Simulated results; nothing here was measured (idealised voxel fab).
process module | voxel wiring stack
cross-section cut | 300 nm wide | cells 5 nm
A cross-section is a grid of square cells, given in bands from the top down. A band is one or more rows of cells.
Each band's line starts with the height of the band's top and of its bottom, in nm. Then come its materials from left to right, each with its width in nm. One material with "throughout" fills the band from edge to edge. "air" is empty space.
Height 0 is the level under which the wafer as received is all one material. The lowest band goes on downwards, as in "0 down".
A width such as "30 to 40" changes by the same amount from each row of cells to the next, from the band's top row to its bottom row.
"no change" after a step means that no cell of the cross-section changed.
closed voids: empty space of 8 cells or more with no open way to the top, each as width x height at its distance from the left edge, in nm
after a step's settings: what the simulator itself notes on the step
overlay nm, on a step with a mask: how far to the right of its planned place the mask lay; to the left if negative
plan
1 op RECEIVE | material Si
2 op CONFORMAL_DEP | material SiO2 | thk nm 10
3 op DIRECTIONAL_DEP | material TiN | thk nm 5
4 op DIRECTIONAL_DEP | material W | thk nm 25
5 op MASKED_ETCH | tone cover | mask id METAL_1 | width nm 25 | pitch nm 45 | etch materials W | depth nm 25 | overlay nm 0
6 op MASKED_ETCH | tone cover | mask id METAL_1 | width nm 25 | pitch nm 45 | etch materials TiN | depth nm 5 | overlay nm 0
7 op FILL_DEP | material lowk | thk nm 10
8 op CMP | height nm 40
9 op CONFORMAL_DEP | material SiCN | thk nm 5
10 op DIRECTIONAL_DEP | material lowk | thk nm 20
11 op MASKED_ETCH | tone open | mask id PLUG_1 | width nm 15 | pitch nm 45 | etch materials lowk | depth nm 20 | overlay nm 0
12 op MASKED_ETCH | tone open | mask id PLUG_1 | width nm 15 | pitch nm 45 | etch materials SiCN | depth nm 5 | overlay nm 0
13 op CONFORMAL_DEP | material TiN | thk nm 5
14 op FILL_DEP | material W | thk nm 5
15 op CMP | height nm 65
16 op CONFORMAL_DEP | material SiN | thk nm 5
17 op DIRECTIONAL_DEP | material SiO2 | thk nm 20
18 op DIRECTIONAL_DEP | material aC | thk nm 10
19 op PATTERN | tone open | mask id METAL_2 | material resist | width nm 25 | pitch nm 45 | thk nm 25 | overlay nm 0
20 op DIRECTIONAL_ETCH | etch materials aC | depth nm 10
21 op STRIP | etch materials resist
22 op DIRECTIONAL_ETCH | etch materials SiO2 | depth nm 20
23 op DIRECTIONAL_ETCH | etch materials SiN | depth nm 5
24 op STRIP | etch materials aC
25 op CONFORMAL_DEP | material TiN | thk nm 5
26 op FILL_DEP | material Cu | thk nm 5
27 op CMP | height nm 90
28 op CONFORMAL_DEP | material SiN | thk nm 5
as received, after step 1
  0 down: Si throughout
  closed voids: none
first wafer at the end, as planned
  95 to 90: SiN throughout
  90 to 70: SiO2 115 | TiN 5 | Cu 15 | TiN 5 | SiO2 20 | TiN 5 | Cu 15 | TiN 5 | SiO2 115
  70 to 65: SiN 115 | TiN 25 | SiN 20 | TiN 25 | SiN 115
  65 to 45: lowk 115 | TiN 5 | W 5 | TiN 5 | lowk 30 | TiN 5 | W 5 | TiN 5 | lowk 125
  45 to 40: SiCN 115 | TiN 15 | SiCN 30 | TiN 15 | SiCN 125
  40 to 15: lowk 115 | W 25 | lowk 20 | W 25 | lowk 115
  15 to 10: lowk 115 | TiN 25 | lowk 20 | TiN 25 | lowk 115
  10 to 0: SiO2 throughout
  0 down: Si throughout
  closed voids: none
second wafer at the end: like start, like plan, one mistake
  95 to 90: SiN throughout
  90 to 70: SiO2 115 | TiN 5 | Cu 15 | TiN 5 | SiO2 20 | TiN 5 | Cu 15 | TiN 5 | SiO2 115
  70 to 65: SiN 115 | TiN 25 | SiN 20 | TiN 25 | SiN 115
  65 to 45: lowk 115 | TiN 5 | W 5 | TiN 5 | lowk 30 | TiN 5 | W 5 | TiN 5 | lowk 125
  45 to 40: SiCN 115 | TiN 15 | SiCN 30 | TiN 15 | SiCN 125
  40 to 15: lowk 115 | W 25 | lowk 20 | W 25 | lowk 115
  15 to 5: SiO2 throughout
  5 to 0: TiN throughout
  0 down: Si throughout
  closed voids: none
what went wrong: steps 2 and 3 were swapped
at the end the second wafer has, in cells: 50 more of TiN | 50 fewer of lowk
